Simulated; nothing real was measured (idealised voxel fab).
Process module heading - voxel spacer lines
240 nm wide, 5 nm square cells: that's cross-section cut.
Each cross-section below is a grid of square cells, stated as bands in top-down order, with one or more rows of cells making up each band.
Quick guide to a band line: top height, bottom height (nm) up front; then every material left to right with its width in nm. Only one material and it's marked "edge to edge"? Then it fills the band edge to edge. And "air" just means empty space.
Heights are measured from 0, the level below which the as-received wafer is all one material; the lowest band has no bottom and continues downward, written as in "0 nm and below".
A width such as "30->40" changes by the same amount from each row of cells to the next, from the band's top row to its bottom row.
The designation "remains unaltered", where it is given for a processing step, indicates that no cell of the cross-section was altered in the course of that step.
Entry "Trapped voids". Content: empty spaces with no open connection to the top, size 8 cells or greater. Each: width x height at distance. Distance: from left edge. Unit: nm.
On a step's line, text after the settings is the simulator commenting on that step.
The line of a step may include "overlay nm". On a step with a mask, this value is how far to the right of its planned place the mask lay. A negative value means the mask lay to the left.
# Process steps - plan
1) RECEIVE, material Si
2) CONFORMAL_DEP, material Al2O3, thk nm 10
3) DIRECTIONAL_DEP, material polySi, thk nm 15
4) DIRECTIONAL_DEP, material aC, thk nm 25
5) PATTERN, tone cover, mask id MANDREL, material resist, width nm 25, pitch nm 70, thk nm 30, overlay nm 0
6) DIRECTIONAL_ETCH, etch materials aC, depth nm 25
7) STRIP, etch materials resist
8) CONFORMAL_DEP, material SiN, thk nm 10
9) DIRECTIONAL_ETCH, etch materials SiN, depth nm 10
10) STRIP, etch materials aC
11) DIRECTIONAL_ETCH, etch materials polySi, depth nm 15
12) STRIP, etch materials SiN
# First of two wafers: run as planned
# As-received state of the wafer in cross-section, equivalent to post-step 1
> 0 nm and below | Si edge to edge
> Trapped voids: none
# How the wafer stands in section after step 2
> 10 nm to 0 nm | Al2O3 edge to edge
> Unchanged below 0.
# How the wafer stands in section after step 3
> 25 nm to 10 nm | polySi edge to edge
> Unchanged below 10.
# How the wafer stands in section after step 4
> 50 nm to 25 nm | aC edge to edge
> Unchanged below 25.
# How the wafer stands in section after step 5
> 80 nm to 50 nm | 70 air / 25 resist / 45 air / 25 resist / 75 air
> Unchanged below 50.
# How the wafer stands in section after step 6
> 55 nm to 50 nm | 70 air / 25 resist / 45 air / 25 resist / 75 air
> 50 nm to 25 nm | 70 air / 25 aC / 45 air / 25 aC / 75 air
> Unchanged below 25.
# How the wafer stands in section after step 7
> 50 nm to 25 nm | 70 air / 25 aC / 45 air / 25 aC / 75 air
> Unchanged below 25.
# How the wafer stands in section after step 8
> 60 nm to 50 nm | 60 air / 45 SiN / 25 air / 45 SiN / 65 air
> 50 nm to 35 nm | 60 air / 10 SiN / 25 aC / 10 SiN / 25 air / 10 SiN / 25 aC / 10 SiN / 65 air
> 35 nm to 25 nm | 70 SiN / 25 aC / 45 SiN / 25 aC / 75 SiN
> Unchanged below 25.
# How the wafer stands in section after step 9
> 50 nm to 25 nm | 60 air / 10 SiN / 25 aC / 10 SiN / 25 air / 10 SiN / 25 aC / 10 SiN / 65 air
> Unchanged below 25.
# How the wafer stands in section after step 10
> 50 nm to 25 nm | 60 air / 10 SiN / 25 air / 10 SiN / 25 air / 10 SiN / 25 air / 10 SiN / 65 air
> Unchanged below 25.
# How the wafer stands in section after step 11
> 50 nm to 25 nm | 60 air / 10 SiN / 25 air / 10 SiN / 25 air / 10 SiN / 25 air / 10 SiN / 65 air
> 25 nm to 10 nm | 60 air / 10 polySi / 25 air / 10 polySi / 25 air / 10 polySi / 25 air / 10 polySi / 65 air
> Unchanged below 10.
# How the wafer stands in section after step 12
> 25 nm to 10 nm | 60 air / 10 polySi / 25 air / 10 polySi / 25 air / 10 polySi / 25 air / 10 polySi / 65 air
> Unchanged below 10.
# For the second wafer, take the first wafer's start and plan, then add one mistake made in running it; everything through step 1, that step included, is shared with the first
# Cross-section of the second wafer at the time step 2 of the plan should have ended
> 15 nm to 0 nm | polySi edge to edge
> Unchanged below 0.
# Cross-section of the second wafer at the time step 3 of the plan should have ended
> 25 nm to 15 nm | Al2O3 edge to edge
> Unchanged below 15.
# Cross-section of the second wafer at the time step 4 of the plan should have ended
> 50 nm to 25 nm | aC edge to edge
> Unchanged below 25.
# Cross-section of the second wafer at the time step 5 of the plan should have ended
> 80 nm to 50 nm | 70 air / 25 resist / 45 air / 25 resist / 75 air
> Unchanged below 50.
# Cross-section of the second wafer at the time step 6 of the plan should have ended
> 55 nm to 50 nm | 70 air / 25 resist / 45 air / 25 resist / 75 air
> 50 nm to 25 nm | 70 air / 25 aC / 45 air / 25 aC / 75 air
> Unchanged below 25.
# Cross-section of the second wafer at the time step 7 of the plan should have ended
> 50 nm to 25 nm | 70 air / 25 aC / 45 air / 25 aC / 75 air
> Unchanged below 25.
# Cross-section of the second wafer at the time step 8 of the plan should have ended
> 60 nm to 50 nm | 60 air / 45 SiN / 25 air / 45 SiN / 65 air
> 50 nm to 35 nm | 60 air / 10 SiN / 25 aC / 10 SiN / 25 air / 10 SiN / 25 aC / 10 SiN / 65 air
> 35 nm to 25 nm | 70 SiN / 25 aC / 45 SiN / 25 aC / 75 SiN
> Unchanged below 25.
# Cross-section of the second wafer at the time step 9 of the plan should have ended
> 50 nm to 25 nm | 60 air / 10 SiN / 25 aC / 10 SiN / 25 air / 10 SiN / 25 aC / 10 SiN / 65 air
> Unchanged below 25.
# Cross-section of the second wafer at the time step 10 of the plan should have ended
> 50 nm to 25 nm | 60 air / 10 SiN / 25 air / 10 SiN / 25 air / 10 SiN / 25 air / 10 SiN / 65 air
> Unchanged below 25.
Cross-section of the second wafer at the time step 11 of the plan should have ended: remains unaltered
# Cross-section of the second wafer at the time step 12 of the plan should have ended
> 25 nm to 15 nm | Al2O3 edge to edge
> Unchanged below 15.
Short version of what went wrong: steps 2 and 3 run out of order (swapped)
Looking at both finished wafers in cells, the second ends up ahead of or behind the first on some materials: +120 polySi
